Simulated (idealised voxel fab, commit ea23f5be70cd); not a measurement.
Process module in this document: voxel spacer lines
Section shown: cut. Width: 165 nm. Cell size: 5 nm, square.
Square cells in a grid make up a cross-section in this document, and the grid is given as bands, listed from the top down, each one or more rows of cells.
Heights first: top, then bottom, in nm. Then materials, left to right, each with a width in nm. "full width" on a single material: fills the band edge to edge. "air": empty space.
Zero point of the height axis is 0; under it, received wafer = one material. Lowest band: continues down indefinitely, "0 and below".
When a width is written as two numbers, as in "30 to 40", the first number is the width in the top row of cells of the band and the second is the width in its bottom row, and the width changes by the same amount from each row to the next.
Take "remained the same" at face value: in the step it is given for, the cross-section changed in none of its cells.
Basically, "Closed void catalog" tells you about the enclosed voids: empty spaces with no open way to the top, 8 cells or bigger, each written width x height at distance, where distance is from the left edge, all in nm.
after a step's settings: what the simulator itself notes on the step
The optional step-line setting "overlay nm" applies to steps with a mask and quantifies how far to the right of its planned location the mask lay, a negative value indicating leftward placement.

So here's the lineup of process steps we planned
| 1 | RECEIVE: material Si |
| 2 | CONFORMAL_DEP: material Al2O3, thk nm 5 |
| 3 | DIRECTIONAL_DEP: material polySi, thk nm 15 |
| 4 | DIRECTIONAL_DEP: material aC, thk nm 25 |
| 5 | PATTERN: tone cover, mask id MANDREL, material resist, width nm 20, pitch nm 60, thk nm 30, overlay nm 0 |
| 6 | DIRECTIONAL_ETCH: etch materials aC, depth nm 25 |
| 7 | STRIP: etch materials resist |
| 8 | CONFORMAL_DEP: material SiO2, thk nm 10 |
| 9 | DIRECTIONAL_ETCH: etch materials SiO2, depth nm 10 |
| 10 | STRIP: etch materials aC |
| 11 | DIRECTIONAL_ETCH: etch materials polySi, depth nm 15 |
| 12 | STRIP: etch materials SiO2 |

On the first of the two wafers: run conducted according to plan

Cross-section of the wafer as it came to us, i.e., already through step 1
- 0 and below: Si full width
- Closed void catalog: none

Presented here is a cross-section of the wafer after step 2 has been performed
- 5 down to 0: Al2O3 full width
- Unchanged below 0.

Presented here is a cross-section of the wafer after step 3 has been performed
- 20 down to 5: polySi full width
- Unchanged below 5.

Presented here is a cross-section of the wafer after step 4 has been performed
- 45 down to 20: aC full width
- Unchanged below 20.

Presented here is a cross-section of the wafer after step 5 has been performed
- 75 down to 45: air 40 nm | resist 20 nm | air 40 nm | resist 20 nm | air 45 nm
- Unchanged below 45.

Presented here is a cross-section of the wafer after step 6 has been performed
- 50 down to 45: air 40 nm | resist 20 nm | air 40 nm | resist 20 nm | air 45 nm
- 45 down to 20: air 40 nm | aC 20 nm | air 40 nm | aC 20 nm | air 45 nm
- Unchanged below 20.

Presented here is a cross-section of the wafer after step 7 has been performed
- 45 down to 20: air 40 nm | aC 20 nm | air 40 nm | aC 20 nm | air 45 nm
- Unchanged below 20.

Presented here is a cross-section of the wafer after step 8 has been performed
- 55 down to 45: air 30 nm | SiO2 40 nm | air 20 nm | SiO2 40 nm | air 35 nm
- 45 down to 30: air 30 nm | SiO2 10 nm | aC 20 nm | SiO2 10 nm | air 20 nm | SiO2 10 nm | aC 20 nm | SiO2 10 nm | air 35 nm
- 30 down to 20: SiO2 40 nm | aC 20 nm | SiO2 40 nm | aC 20 nm | SiO2 45 nm
- Unchanged below 20.

Presented here is a cross-section of the wafer after step 9 has been performed
- 45 down to 20: air 30 nm | SiO2 10 nm | aC 20 nm | SiO2 10 nm | air 20 nm | SiO2 10 nm | aC 20 nm | SiO2 10 nm | air 35 nm
- Unchanged below 20.

Presented here is a cross-section of the wafer after step 10 has been performed
- 45 down to 20: air 30 nm | SiO2 10 nm | air 20 nm | SiO2 10 nm | air 20 nm | SiO2 10 nm | air 20 nm | SiO2 10 nm | air 35 nm
- Unchanged below 20.

Presented here is a cross-section of the wafer after step 11 has been performed
- 45 down to 20: air 30 nm | SiO2 10 nm | air 20 nm | SiO2 10 nm | air 20 nm | SiO2 10 nm | air 20 nm | SiO2 10 nm | air 35 nm
- 20 down to 5: air 30 nm | polySi 10 nm | air 20 nm | polySi 10 nm | air 20 nm | polySi 10 nm | air 20 nm | polySi 10 nm | air 35 nm
- Unchanged below 5.

Presented here is a cross-section of the wafer after step 12 has been performed
- 20 down to 5: air 30 nm | polySi 10 nm | air 20 nm | polySi 10 nm | air 20 nm | polySi 10 nm | air 20 nm | polySi 10 nm | air 35 nm
- Unchanged below 5.

Companion wafer, the second of two: same beginning, same intended sequence, one mistake in carrying it out; through step 2 inclusive it tracks the first exactly

Cross-sectional view of the second wafer at the intended end time of process step 3
- 10 down to 5: polySi full width
- Unchanged below 5.

Cross-sectional view of the second wafer at the intended end time of process step 4
- 35 down to 10: aC full width
- Unchanged below 10.

Cross-sectional view of the second wafer at the intended end time of process step 5
- 65 down to 35: air 40 nm | resist 20 nm | air 40 nm | resist 20 nm | air 45 nm
- Unchanged below 35.

Cross-sectional view of the second wafer at the intended end time of process step 6
- 40 down to 35: air 40 nm | resist 20 nm | air 40 nm | resist 20 nm | air 45 nm
- 35 down to 10: air 40 nm | aC 20 nm | air 40 nm | aC 20 nm | air 45 nm
- Unchanged below 10.

Cross-sectional view of the second wafer at the intended end time of process step 7
- 35 down to 10: air 40 nm | aC 20 nm | air 40 nm | aC 20 nm | air 45 nm
- Unchanged below 10.

Cross-sectional view of the second wafer at the intended end time of process step 8
- 45 down to 35: air 30 nm | SiO2 40 nm | air 20 nm | SiO2 40 nm | air 35 nm
- 35 down to 20: air 30 nm | SiO2 10 nm | aC 20 nm | SiO2 10 nm | air 20 nm | SiO2 10 nm | aC 20 nm | SiO2 10 nm | air 35 nm
- 20 down to 10: SiO2 40 nm | aC 20 nm | SiO2 40 nm | aC 20 nm | SiO2 45 nm
- Unchanged below 10.

Cross-sectional view of the second wafer at the intended end time of process step 9
- 35 down to 10: air 30 nm | SiO2 10 nm | aC 20 nm | SiO2 10 nm | air 20 nm | SiO2 10 nm | aC 20 nm | SiO2 10 nm | air 35 nm
- Unchanged below 10.

Cross-sectional view of the second wafer at the intended end time of process step 10
- 35 down to 10: air 30 nm | SiO2 10 nm | air 20 nm | SiO2 10 nm | air 20 nm | SiO2 10 nm | air 20 nm | SiO2 10 nm | air 35 nm
- Unchanged below 10.

Cross-sectional view of the second wafer at the intended end time of process step 11
- 35 down to 10: air 30 nm | SiO2 10 nm | air 20 nm | SiO2 10 nm | air 20 nm | SiO2 10 nm | air 20 nm | SiO2 10 nm | air 35 nm
- 10 down to 5: air 30 nm | polySi 10 nm | air 20 nm | polySi 10 nm | air 20 nm | polySi 10 nm | air 20 nm | polySi 10 nm | air 35 nm
- Unchanged below 5.

Cross-sectional view of the second wafer at the intended end time of process step 12
- 10 down to 5: air 30 nm | polySi 10 nm | air 20 nm | polySi 10 nm | air 20 nm | polySi 10 nm | air 20 nm | polySi 10 nm | air 35 nm
- Unchanged below 5.
It is concluded that the wafer was processed incorrectly with respect to the plan, in that contrary to plan, step 3 was performed as DIRECTIONAL_DEP: material polySi, thk nm 5
Cell-count delta at end, second wafer over first, by material: polySi: 16 fewer
